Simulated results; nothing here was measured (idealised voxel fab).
The following process module bears the name voxel wiring stack.
For reference, the cross-section in this document is cut, with width 165 nm and square cells of 5 nm.
The cross-sections in this document take the form of a grid made of square cells. They are written out as bands, in order from top to bottom. Each band consists of one or more rows of cells.
Top, bottom (nm), then materials left to right with widths (nm); lone material tagged "everywhere" fills the whole band edge to edge; "air" = empty space.
Heights are expressed relative to 0, this being the level below which the as-received wafer comprises one material exclusively. The lowest band is unbounded in the downward direction and is denoted as in "from 0 down".
Width: "30..40" (first number = top row, second number = bottom row, same change from row to row of cells).
A step reported as "identical to before" is a step in which no cell of the cross-section changed.
If an empty space has no open way to the top and is at least 8 cells in size, "closed voids" lists it, written width x height at distance, where distance is measured from the left edge and every value is in nm.
The remark found on a step's line after its settings is issued by the simulator itself and pertains to that step.
"overlay nm", when on a step's line for a step with a mask, measures how far to the right of its planned place the mask lay; a negative measure means to the left.
This section lists the process steps that were planned
1,RECEIVE: material Si
2,CONFORMAL_DEP: material SiO2, thk nm 15
3,DIRECTIONAL_DEP: material TiN, thk nm 5
4,DIRECTIONAL_DEP: material W, thk nm 20
5,DIRECTIONAL_DEP: material aC, thk nm 10
6,PATTERN: tone cover, mask id METAL_1, material resist, width nm 30, pitch nm 45, thk nm 30, overlay nm 0
7,DIRECTIONAL_ETCH: etch materials aC, depth nm 10
8,STRIP: etch materials resist
9,DIRECTIONAL_ETCH: etch materials W, depth nm 20
10,DIRECTIONAL_ETCH: etch materials TiN, depth nm 5
11,STRIP: etch materials aC
12,CONFORMAL_DEP: material SiN, thk nm 5
13,FILL_DEP: material lowk, thk nm 5
14,CMP: height nm 40
15,CONFORMAL_DEP: material SiCN, thk nm 5
16,DIRECTIONAL_DEP: material SiO2, thk nm 20
17,DIRECTIONAL_DEP: material aC, thk nm 10
18,PATTERN: tone open, mask id PLUG_1, material resist, width nm 15, pitch nm 90, thk nm 25, overlay nm 0
19,DIRECTIONAL_ETCH: etch materials aC, depth nm 10
20,STRIP: etch materials resist
21,DIRECTIONAL_ETCH: etch materials SiO2, depth nm 20
22,DIRECTIONAL_ETCH: etch materials SiCN, depth nm 5
23,STRIP: etch materials aC
24,EPI: material Ru, thk nm 10
25,EPI: material Ru, thk nm 10
26,EPI: material Ru, thk nm 5
27,DIRECTIONAL_DEP: material TiN, thk nm 5
28,DIRECTIONAL_DEP: material W, thk nm 25
29,DIRECTIONAL_DEP: material aC, thk nm 10
30,PATTERN: tone cover, mask id METAL_2, material resist, width nm 30, pitch nm 45, thk nm 30, overlay nm 0
31,DIRECTIONAL_ETCH: etch materials aC, depth nm 10
32,STRIP: etch materials resist
33,DIRECTIONAL_ETCH: etch materials W, depth nm 25
34,DIRECTIONAL_ETCH: etch materials TiN, depth nm 5
35,STRIP: etch materials aC
36,CONFORMAL_DEP: material SiN, thk nm 5
37,FILL_DEP: material lowk, thk nm 5
38,CMP: height nm 95
39,CONFORMAL_DEP: material SiCN, thk nm 5
40,DIRECTIONAL_DEP: material lowk, thk nm 10
41,MASKED_ETCH: tone open, mask id PLUG_2, width nm 15, pitch nm 90, etch materials lowk, depth nm 10, overlay nm 0
42,MASKED_ETCH: tone open, mask id PLUG_2, width nm 15, pitch nm 90, etch materials SiCN, depth nm 5, overlay nm 0
43,EPI: material Ru, thk nm 10
44,EPI: material Ru, thk nm 5
45,DIRECTIONAL_DEP: material TiN, thk nm 5
46,DIRECTIONAL_DEP: material W, thk nm 15
47,MASKED_ETCH: tone cover, mask id METAL_3, width nm 30, pitch nm 45, etch materials W, depth nm 15, overlay nm 0
48,MASKED_ETCH: tone cover, mask id METAL_3, width nm 30, pitch nm 45, etch materials TiN, depth nm 5, overlay nm 0
49,FILL_DEP: material SiO2, thk nm 10
50,CMP: height nm 130
51,CONFORMAL_DEP: material SiCN, thk nm 5
52,DIRECTIONAL_DEP: material lowk, thk nm 10
53,PATTERN: tone open, mask id PLUG_3, material resist, width nm 15, pitch nm 45, thk nm 20, overlay nm 0
54,DIRECTIONAL_ETCH: etch materials lowk, depth nm 10
55,DIRECTIONAL_ETCH: etch materials SiCN, depth nm 5
56,STRIP: etch materials resist
57,CONFORMAL_DEP: material TiN, thk nm 5
58,FILL_DEP: material Cu, thk nm 5
59,CMP: height nm 145
60,DIRECTIONAL_DEP: material TiN, thk nm 5
61,DIRECTIONAL_DEP: material W, thk nm 20
62,MASKED_ETCH: tone cover, mask id METAL_4, width nm 30, pitch nm 45, etch materials W, depth nm 20, overlay nm 0
63,MASKED_ETCH: tone cover, mask id METAL_4, width nm 30, pitch nm 45, etch materials TiN, depth nm 5, overlay nm 0
64,CONFORMAL_DEP: material SiCN, thk nm 5
65,FILL_DEP: material SiO2, thk nm 10
66,CMP: height nm 170
67,CONFORMAL_DEP: material SiCN, thk nm 5
Cross-section of the wafer upon arrival, representing the state reached after step 1
	from 0 down | Si everywhere
	closed voids: none
Run as planned - first of the two wafers cross-sectioned at the end of the module
	from 175 to 170 | SiCN everywhere
	from 170 to 150 | SiO2=15  SiCN=5  W=30  SiCN=5  SiO2=5  SiCN=5  W=30  SiCN=5  SiO2=5  SiCN=5  W=30  SiCN=5  SiO2=20
	from 150 to 145 | SiCN=20  TiN=30  SiCN=15  TiN=30  SiCN=15  TiN=30  SiCN=25
	from 145 to 135 | lowk=20  TiN=5  Cu=5  TiN=5  lowk=30  TiN=5  Cu=5  TiN=5  lowk=30  TiN=5  Cu=5  TiN=5  lowk=40
	from 135 to 130 | SiCN=20  TiN=15  SiCN=30  TiN=15  SiCN=30  TiN=15  SiCN=40
	from 130 to 115 | SiO2=20  W=30  SiO2=15  W=30  SiO2=15  W=30  SiO2=25
	from 115 to 110 | SiO2=20  TiN=30  SiO2=15  TiN=30  SiO2=15  TiN=30  SiO2=25
	from 110 to 100 | lowk=20  Ru=15  lowk=75  Ru=15  lowk=40
	from 100 to 95 | SiCN=20  Ru=15  SiCN=75  Ru=15  SiCN=40
	from 95 to 70 | lowk=15  SiN=5  W=30  SiN=5  lowk=5  SiN=5  W=30  SiN=5  lowk=5  SiN=5  W=30  SiN=5  lowk=20
	from 70 to 65 | SiN=20  TiN=30  SiN=15  TiN=30  SiN=15  TiN=30  SiN=25
	from 65 to 45 | SiO2=20  Ru=15  SiO2=75  Ru=15  SiO2=40
	from 45 to 40 | SiCN=20  Ru=15  SiCN=75  Ru=15  SiCN=40
	from 40 to 20 | lowk=15  SiN=5  W=30  SiN=5  lowk=5  SiN=5  W=30  SiN=5  lowk=5  SiN=5  W=30  SiN=5  lowk=20
	from 20 to 15 | SiN=20  TiN=30  SiN=15  TiN=30  SiN=15  TiN=30  SiN=25
	from 15 to 0 | SiO2 everywhere
	from 0 down | Si everywhere
	closed voids: none
Second wafer through the module, sectioned at the end: same beginning and same plan as the first wafer, with one mistake in carrying it out
	from 175 to 170 | SiCN everywhere
	from 170 to 150 | SiO2=15  SiCN=5  W=30  SiCN=5  SiO2=5  SiCN=5  W=30  SiCN=5  SiO2=5  SiCN=5  W=30  SiCN=5  SiO2=20
	from 150 to 145 | SiCN=20  TiN=30  SiCN=15  TiN=30  SiCN=15  TiN=30  SiCN=25
	from 145 to 135 | lowk=20  TiN=5  Cu=5  TiN=5  lowk=30  TiN=5  Cu=5  TiN=5  lowk=30  TiN=5  Cu=5  TiN=5  lowk=40
	from 135 to 130 | SiCN=20  TiN=15  SiCN=30  TiN=15  SiCN=30  TiN=15  SiCN=40
	from 130 to 115 | SiO2=35  W=15  SiO2=15  W=30  SiO2=30  W=15  SiO2=25
	from 115 to 110 | SiO2=20  W=15  TiN=15  SiO2=15  TiN=30  SiO2=15  W=15  TiN=15  SiO2=25
	from 110 to 100 | lowk=20  W=15  lowk=75  W=15  lowk=40
	from 100 to 95 | SiCN=20  TiN=15  SiCN=75  TiN=15  SiCN=40
	from 95 to 85 | lowk=30..15  SiN=5..20  W=15  SiN=5  lowk=5  SiN=5  W=30  SiN=5  lowk=20..5  SiN=5..20  W=15  SiN=5  lowk=20
	from 85 to 80 | lowk=15  SiN=5  W=30  SiN=5  lowk=5  SiN=5  W=30  SiN=5  lowk=5  SiN=5  W=30  SiN=5  lowk=20
	from 80 to 75 | SiN=20  W=15  TiN=15  SiN=15  TiN=30  SiN=15  W=15  TiN=15  SiN=25
	from 75 to 60 | SiO2=20  W=15  SiO2=75  W=15  SiO2=40
	from 60 to 55 | SiO2=20  TiN=15  SiO2=75  TiN=15  SiO2=40
	from 55 to 45 | SiO2 everywhere
	from 45 to 40 | SiCN everywhere
	from 40 to 20 | lowk=15  SiN=5  W=30  SiN=5  lowk=5  SiN=5  W=30  SiN=5  lowk=5  SiN=5  W=30  SiN=5  lowk=20
	from 20 to 15 | SiN=20  TiN=30  SiN=15  TiN=30  SiN=15  TiN=30  SiN=25
	from 15 to 0 | SiO2 everywhere
	from 0 down | Si everywhere
	closed voids: none
Here's what went sideways: off-plan run, step 16, actual operation and settings DIRECTIONAL_DEP: material SiO2, thk nm 30
Counted in cells at the end, the second wafer holds more or fewer of these materials than the first: Ru -48, SiCN +6, SiN -6, SiO2 +84, W -24, lowk -12
